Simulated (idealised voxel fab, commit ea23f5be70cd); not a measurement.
Proc. module: voxel air gaps
The cross-section shown here is cut; it is 215 nm wide and divided into square cells measuring 5 nm on a side.
This document writes a cross-section as a grid whose cells are square, and gives it as bands, listed from the top down; one or more rows of cells form a band. First you get the band's top height and its bottom height, in nm, and then the materials it's made of, left to right, with each width in nm. If you see a single material with "everywhere", that one covers the band edge to edge. "blank" is empty space. Where do heights start? At 0: under that level the wafer as delivered is made of one material only. And the lowest band has no floor; it just carries on downward, as in "0..down". A width such as "30->40" changes by the same amount from each row of cells to the next, from the band's top row to its bottom row. "nothing got changed" for a step: no cell of the cross-section changed in that step. Any empty space of 8 cells or more lacking an open way to the top shows up in "Entrapped void list" as width x height at distance, distance from the left edge, in nm. On each step's line, the part that comes after the settings is the simulator's own comment on the step. overlay nm: right-of-plan distance of the mask on a masked step; negative values mean left-of-plan.
-- Steps in the process plan
1. RECEIVE,material Si
2. CONFORMAL_DEP,material SiO2,thk nm 15
3. CONFORMAL_DEP,material SiCN,thk nm 5
4. DIRECTIONAL_DEP,material SiO2,thk nm 30
5. PATTERN,tone open,mask id LINES,material resist,width nm 15,pitch nm 45,thk nm 20,overlay nm 0
6. DIRECTIONAL_ETCH,etch materials SiO2,depth nm 30
7. STRIP,etch materials resist
8. CONFORMAL_DEP,material TiN,thk nm 5
9. FILL_DEP,material W,thk nm 5
10. CMP,height nm 50
11. EPI,material Ru,thk nm 10
12. SELECTIVE_ETCH,etch materials SiO2,depth nm 40
13. CONFORMAL_DEP,material SiCN,thk nm 5
-- Cross-section, incoming material, after step 1
0..down: Si everywhere
Entrapped void list: none
-- Look at the cross-section after the module: the wafer started out the way shown above and the plan was the one shown above, yet one mistake was made along the way
55..15: SiCN everywhere
15..0: SiO2 everywhere
0..down: Si everywhere
Entrapped void list: none
Processing error: step 4 deviated from plan and actually ran as DIRECTIONAL_DEP,material SiCN,thk nm 30
